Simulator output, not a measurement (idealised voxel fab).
Process module name: voxel quadruple lines
The cross-section on display is named cut; it measures 185 nm wide, and its cells are 5 nm squares.
A cross-section is a grid of square cells, given in bands from the top down. A band is one or more rows of cells. Top height, bottom height, nm. Materials left to right, width each, nm. Single material + "all across" = fills band edge to edge. "empty" = empty. Zero point of the height axis is 0; under it, received wafer = one material. Lowest band: continues down indefinitely, "from 0 down". Graded width ("30->40"): value in top row of band = first number; value in bottom row = second number; row-to-row change constant. "remained unchanged" after a step means that no cell of the cross-section changed. In the "Enclosed voids" entry, you get each enclosed empty space of 8 cells or more, one with no open way to the top, written width x height at distance, distance from the left edge, in nm. Heads up: the bit after the settings on a step's line is the simulator's remark on that step. overlay nm: how far to the right of its planned place the mask lay on this masked step (negative: to the left).
**These are the steps we planned for the process**
1) RECEIVE, material Si
2) CONFORMAL_DEP, material SiO2, thk nm 10
3) DIRECTIONAL_DEP, material W, thk nm 10
4) DIRECTIONAL_DEP, material polySi, thk nm 20
5) DIRECTIONAL_DEP, material aC, thk nm 20
6) PATTERN, tone cover, mask id MANDREL, material resist, width nm 35, thk nm 30, overlay nm 0
7) DIRECTIONAL_ETCH, etch materials aC, depth nm 20
8) STRIP, etch materials resist
9) CONFORMAL_DEP, material SiO2, thk nm 15
10) DIRECTIONAL_ETCH, etch materials SiO2, depth nm 15
11) STRIP, etch materials aC
12) DIRECTIONAL_ETCH, etch materials polySi, depth nm 20
13) STRIP, etch materials SiO2
14) CONFORMAL_DEP, material SiCN, thk nm 10
15) DIRECTIONAL_ETCH, etch materials SiCN, depth nm 10
16) STRIP, etch materials polySi
17) DIRECTIONAL_ETCH, etch materials W, depth nm 10
18) STRIP, etch materials SiCN
19) FILL_DEP, material SiO2, thk nm 10
20) CMP, height nm 20
**The first of the two wafers, which ran as planned**
**Delivered wafer in cross-section: state after step 1**
> from 0 down | Si all across
> Enclosed voids: none
**The wafer, seen in cross-section, after step 2**
> from 10 to 0 | SiO2 all across
> Note: structure below 0 unchanged.
**The wafer, seen in cross-section, after step 3**
> from 20 to 10 | W all across
> Note: structure below 10 unchanged.
**The wafer, seen in cross-section, after step 4**
> from 40 to 20 | polySi all across
> Note: structure below 20 unchanged.
**The wafer, seen in cross-section, after step 5**
> from 60 to 40 | aC all across
> Note: structure below 40 unchanged.
**The wafer, seen in cross-section, after step 6**
> from 90 to 60 | empty: 75  resist: 35  empty: 75
> Note: structure below 60 unchanged.
**The wafer, seen in cross-section, after step 7**
> from 70 to 60 | empty: 75  resist: 35  empty: 75
> from 60 to 40 | empty: 75  aC: 35  empty: 75
> Note: structure below 40 unchanged.
**The wafer, seen in cross-section, after step 8**
> from 60 to 40 | empty: 75  aC: 35  empty: 75
> Note: structure below 40 unchanged.
**The wafer, seen in cross-section, after step 9**
> from 75 to 60 | empty: 60  SiO2: 65  empty: 60
> from 60 to 55 | empty: 60  SiO2: 15  aC: 35  SiO2: 15  empty: 60
> from 55 to 40 | SiO2: 75  aC: 35  SiO2: 75
> Note: structure below 40 unchanged.
**The wafer, seen in cross-section, after step 10**
> from 60 to 40 | empty: 60  SiO2: 15  aC: 35  SiO2: 15  empty: 60
> Note: structure below 40 unchanged.
**The wafer, seen in cross-section, after step 11**
> from 60 to 40 | empty: 60  SiO2: 15  empty: 35  SiO2: 15  empty: 60
> Note: structure below 40 unchanged.
**The wafer, seen in cross-section, after step 12**
> from 60 to 40 | empty: 60  SiO2: 15  empty: 35  SiO2: 15  empty: 60
> from 40 to 20 | empty: 60  polySi: 15  empty: 35  polySi: 15  empty: 60
> Note: structure below 20 unchanged.
**The wafer, seen in cross-section, after step 13**
> from 40 to 20 | empty: 60  polySi: 15  empty: 35  polySi: 15  empty: 60
> Note: structure below 20 unchanged.
**The wafer, seen in cross-section, after step 14**
> from 50 to 40 | empty: 50  SiCN: 35  empty: 15  SiCN: 35  empty: 50
> from 40 to 30 | empty: 50  SiCN: 10  polySi: 15  SiCN: 10  empty: 15  SiCN: 10  polySi: 15  SiCN: 10  empty: 50
> from 30 to 20 | SiCN: 60  polySi: 15  SiCN: 35  polySi: 15  SiCN: 60
> Note: structure below 20 unchanged.
**The wafer, seen in cross-section, after step 15**
> from 40 to 20 | empty: 50  SiCN: 10  polySi: 15  SiCN: 10  empty: 15  SiCN: 10  polySi: 15  SiCN: 10  empty: 50
> Note: structure below 20 unchanged.
**The wafer, seen in cross-section, after step 16**
> from 40 to 20 | empty: 50  SiCN: 10  empty: 15  SiCN: 10  empty: 15  SiCN: 10  empty: 15  SiCN: 10  empty: 50
> Note: structure below 20 unchanged.
**The wafer, seen in cross-section, after step 17**
> from 40 to 20 | empty: 50  SiCN: 10  empty: 15  SiCN: 10  empty: 15  SiCN: 10  empty: 15  SiCN: 10  empty: 50
> from 20 to 10 | empty: 50  W: 10  empty: 15  W: 10  empty: 15  W: 10  empty: 15  W: 10  empty: 50
> Note: structure below 10 unchanged.
**The wafer, seen in cross-section, after step 18**
> from 20 to 10 | empty: 50  W: 10  empty: 15  W: 10  empty: 15  W: 10  empty: 15  W: 10  empty: 50
> Note: structure below 10 unchanged.
**The wafer, seen in cross-section, after step 19**
> from 30 to 20 | SiO2 all across
> from 20 to 10 | SiO2: 50  W: 10  SiO2: 15  W: 10  SiO2: 15  W: 10  SiO2: 15  W: 10  SiO2: 50
> Note: structure below 10 unchanged.
**The wafer, seen in cross-section, after step 20**
> from 20 to 10 | SiO2: 50  W: 10  SiO2: 15  W: 10  SiO2: 15  W: 10  SiO2: 15  W: 10  SiO2: 50
> Note: structure below 10 unchanged.
**The second wafer was prepared from the same starting point and under the same plan as the first; its processing contained one mistake, and it remains indistinguishable from the first wafer up to and including step 5**
**Cross-section, second wafer, at the end time the plan gives for step 6**
> from 90 to 60 | empty: 85  resist: 35  empty: 65
> Note: structure below 60 unchanged.
**Cross-section, second wafer, at the end time the plan gives for step 7**
> from 70 to 60 | empty: 85  resist: 35  empty: 65
> from 60 to 40 | empty: 85  aC: 35  empty: 65
> Note: structure below 40 unchanged.
**Cross-section, second wafer, at the end time the plan gives for step 8**
> from 60 to 40 | empty: 85  aC: 35  empty: 65
> Note: structure below 40 unchanged.
**Cross-section, second wafer, at the end time the plan gives for step 9**
> from 75 to 60 | empty: 70  SiO2: 65  empty: 50
> from 60 to 55 | empty: 70  SiO2: 15  aC: 35  SiO2: 15  empty: 50
> from 55 to 40 | SiO2: 85  aC: 35  SiO2: 65
> Note: structure below 40 unchanged.
**Cross-section, second wafer, at the end time the plan gives for step 10**
> from 60 to 40 | empty: 70  SiO2: 15  aC: 35  SiO2: 15  empty: 50
> Note: structure below 40 unchanged.
**Cross-section, second wafer, at the end time the plan gives for step 11**
> from 60 to 40 | empty: 70  SiO2: 15  empty: 35  SiO2: 15  empty: 50
> Note: structure below 40 unchanged.
**Cross-section, second wafer, at the end time the plan gives for step 12**
> from 60 to 40 | empty: 70  SiO2: 15  empty: 35  SiO2: 15  empty: 50
> from 40 to 20 | empty: 70  polySi: 15  empty: 35  polySi: 15  empty: 50
> Note: structure below 20 unchanged.
**Cross-section, second wafer, at the end time the plan gives for step 13**
> from 40 to 20 | empty: 70  polySi: 15  empty: 35  polySi: 15  empty: 50
> Note: structure below 20 unchanged.
**Cross-section, second wafer, at the end time the plan gives for step 14**
> from 50 to 40 | empty: 60  SiCN: 35  empty: 15  SiCN: 35  empty: 40
> from 40 to 30 | empty: 60  SiCN: 10  polySi: 15  SiCN: 10  empty: 15  SiCN: 10  polySi: 15  SiCN: 10  empty: 40
> from 30 to 20 | SiCN: 70  polySi: 15  SiCN: 35  polySi: 15  SiCN: 50
> Note: structure below 20 unchanged.
**Cross-section, second wafer, at the end time the plan gives for step 15**
> from 40 to 20 | empty: 60  SiCN: 10  polySi: 15  SiCN: 10  empty: 15  SiCN: 10  polySi: 15  SiCN: 10  empty: 40
> Note: structure below 20 unchanged.
**Cross-section, second wafer, at the end time the plan gives for step 16**
> from 40 to 20 | empty: 60  SiCN: 10  empty: 15  SiCN: 10  empty: 15  SiCN: 10  empty: 15  SiCN: 10  empty: 40
> Note: structure below 20 unchanged.
**Cross-section, second wafer, at the end time the plan gives for step 17**
> from 40 to 20 | empty: 60  SiCN: 10  empty: 15  SiCN: 10  empty: 15  SiCN: 10  empty: 15  SiCN: 10  empty: 40
> from 20 to 10 | empty: 60  W: 10  empty: 15  W: 10  empty: 15  W: 10  empty: 15  W: 10  empty: 40
> Note: structure below 10 unchanged.
**Cross-section, second wafer, at the end time the plan gives for step 18**
> from 20 to 10 | empty: 60  W: 10  empty: 15  W: 10  empty: 15  W: 10  empty: 15  W: 10  empty: 40
> Note: structure below 10 unchanged.
**Cross-section, second wafer, at the end time the plan gives for step 19**
> from 30 to 20 | SiO2 all across
> from 20 to 10 | SiO2: 60  W: 10  SiO2: 15  W: 10  SiO2: 15  W: 10  SiO2: 15  W: 10  SiO2: 40
> Note: structure below 10 unchanged.
**Cross-section, second wafer, at the end time the plan gives for step 20**
> from 20 to 10 | SiO2: 60  W: 10  SiO2: 15  W: 10  SiO2: 15  W: 10  SiO2: 15  W: 10  SiO2: 40
> Note: structure below 10 unchanged.
Finding, execution versus plan: it should be noted that step 6 was executed with settings other than those planned, the operation and settings actually applied being PATTERN, tone cover, mask id MANDREL, material resist, width nm 35, thk nm 30, overlay nm 10
Heads up: at the end the two wafers have identical cell counts per material, they're just laid out differently.
